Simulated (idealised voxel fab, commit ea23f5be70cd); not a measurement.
The process module presented herein is designated voxel local oxidation.
We display cut, a cross-section 285 nm in width whose square cells are each 5 nm.
When this document writes out a cross-section, it uses a grid of square cells and lists it as bands, beginning at the top and moving down, with a band standing for one or more rows of cells. Per band: top height and bottom height in nm, followed by the left-to-right materials and their widths in nm; "all across" marks a single material spanning edge to edge, "air" marks empty space. Zero point of the height axis is 0; under it, received wafer = one material. Lowest band: continues down indefinitely, "0 -> down". Note: "30..40" means the width goes from the first number (top row of the band) to the second number (bottom row) in equal steps per row of cells. "nothing changed", as given for a step, is the statement that not any cell of the cross-section underwent a change during that step. For the entry "Closed void inventory", the listed items are empty spaces with no open way to the top whose size is 8 cells or more; each item follows the pattern width x height at distance, where distance is from the left edge and all three are in nm. Where a step's line continues beyond its settings, the continuation is a remark by the simulator itself on that step. Each step line may optionally specify "overlay nm", which for a step with a mask gives the rightward distance between the mask's planned place and where it lay, a negative value indicating the leftward direction.

PROCESS STEPS FORESEEN IN THE PLAN
| 1 | RECEIVE: material Si |
| 2 | OXIDIZE: depth nm 5 |
| 3 | CONFORMAL_DEP: material SiN, thk nm 10 |
| 4 | DIRECTIONAL_DEP: material aC, thk nm 10 |
| 5 | PATTERN: tone cover, mask id ACTIVE, material resist, width nm 100, thk nm 25, overlay nm 0 |
| 6 | DIRECTIONAL_ETCH: etch materials aC, depth nm 10 |
| 7 | STRIP: etch materials resist |
| 8 | DIRECTIONAL_ETCH: etch materials SiN, depth nm 10 |
| 9 | STRIP: etch materials aC |
| 10 | SELECTIVE_ETCH: etch materials SiO2, depth nm 5 |
| 11 | OXIDIZE: depth nm 10 |
| 12 | STRIP: etch materials SiN |

FIRST OF TWO WAFERS, PROCESSED ACCORDING TO PLAN

HERE'S WHAT THE WAFER LOOKED LIKE IN CROSS-SECTION WHEN IT ARRIVED - THAT'S AFTER STEP 1
* 0 -> down = Si all across
* Closed void inventory: none

THE WAFER IN CROSS-SECTION ONCE STEP 2 IS COMPLETE
* 0 -> -5 = SiO2 all across
* Under the height -5 nothing was changed.

THE WAFER IN CROSS-SECTION ONCE STEP 3 IS COMPLETE
* 10 -> 0 = SiN all across
* Under the height 0 nothing was changed.

THE WAFER IN CROSS-SECTION ONCE STEP 4 IS COMPLETE
* 20 -> 10 = aC all across
* Under the height 10 nothing was changed.

THE WAFER IN CROSS-SECTION ONCE STEP 5 IS COMPLETE
* 45 -> 20 = air 90 nm, resist 100 nm, air 95 nm
* Under the height 20 nothing was changed.

THE WAFER IN CROSS-SECTION ONCE STEP 6 IS COMPLETE
* 35 -> 20 = air 90 nm, resist 100 nm, air 95 nm
* 20 -> 10 = air 90 nm, aC 100 nm, air 95 nm
* Under the height 10 nothing was changed.

THE WAFER IN CROSS-SECTION ONCE STEP 7 IS COMPLETE
* 20 -> 10 = air 90 nm, aC 100 nm, air 95 nm
* Under the height 10 nothing was changed.

THE WAFER IN CROSS-SECTION ONCE STEP 8 IS COMPLETE
* 20 -> 10 = air 90 nm, aC 100 nm, air 95 nm
* 10 -> 0 = air 90 nm, SiN 100 nm, air 95 nm
* Under the height 0 nothing was changed.

THE WAFER IN CROSS-SECTION ONCE STEP 9 IS COMPLETE
* 10 -> 0 = air 90 nm, SiN 100 nm, air 95 nm
* Under the height 0 nothing was changed.

THE WAFER IN CROSS-SECTION ONCE STEP 10 IS COMPLETE
* 10 -> 0 = air 90 nm, SiN 100 nm, air 95 nm
* 0 -> -5 = air 95 nm, SiO2 90 nm, air 100 nm
* Under the height -5 nothing was changed.

THE WAFER IN CROSS-SECTION ONCE STEP 11 IS COMPLETE
* 10 -> 0 = air 90 nm, SiN 100 nm, air 95 nm
* 0 -> -5 = air 95 nm, SiO2 90 nm, air 100 nm
* -5 -> -15 = SiO2 105 nm, Si 70 nm, SiO2 110 nm
* Under the height -15 nothing was changed.

THE WAFER IN CROSS-SECTION ONCE STEP 12 IS COMPLETE
* 0 -> -5 = air 95 nm, SiO2 90 nm, air 100 nm
* Under the height -5 nothing was changed.

THE REMAINING WAFER, SECOND OF THE TWO, STARTED LIKE THE FIRST AND WAS RUN TO THE SAME PLAN, EXCEPT THAT ONE MISTAKE WAS MADE ALONG THE WAY; THE TWO COINCIDE THROUGH STEP 6, INCLUSIVE

Cross-section, second wafer, at the end time the plan gives for step 7: nothing changed

CROSS-SECTION, SECOND WAFER, AT THE END TIME THE PLAN GIVES FOR STEP 8
* 35 -> 20 = air 90 nm, resist 100 nm, air 95 nm
* 20 -> 10 = air 90 nm, aC 100 nm, air 95 nm
* 10 -> 0 = air 90 nm, SiN 100 nm, air 95 nm
* Under the height 0 nothing was changed.

CROSS-SECTION, SECOND WAFER, AT THE END TIME THE PLAN GIVES FOR STEP 9
* 10 -> 0 = air 90 nm, SiN 100 nm, air 95 nm
* Under the height 0 nothing was changed.

CROSS-SECTION, SECOND WAFER, AT THE END TIME THE PLAN GIVES FOR STEP 10
* 10 -> 0 = air 90 nm, SiN 100 nm, air 95 nm
* 0 -> -5 = air 95 nm, SiO2 90 nm, air 100 nm
* Under the height -5 nothing was changed.

CROSS-SECTION, SECOND WAFER, AT THE END TIME THE PLAN GIVES FOR STEP 11
* 10 -> 0 = air 90 nm, SiN 100 nm, air 95 nm
* 0 -> -5 = air 95 nm, SiO2 90 nm, air 100 nm
* -5 -> -15 = SiO2 105 nm, Si 70 nm, SiO2 110 nm
* Under the height -15 nothing was changed.

CROSS-SECTION, SECOND WAFER, AT THE END TIME THE PLAN GIVES FOR STEP 12
* 0 -> -5 = air 95 nm, SiO2 90 nm, air 100 nm
* Under the height -5 nothing was changed.
What went wrong in running the wafer? plan step 7 never ran because it was skipped
If you compare the two wafers at the end, their cross-sections are the same, so as far as this model is concerned the mistake changes nothing.
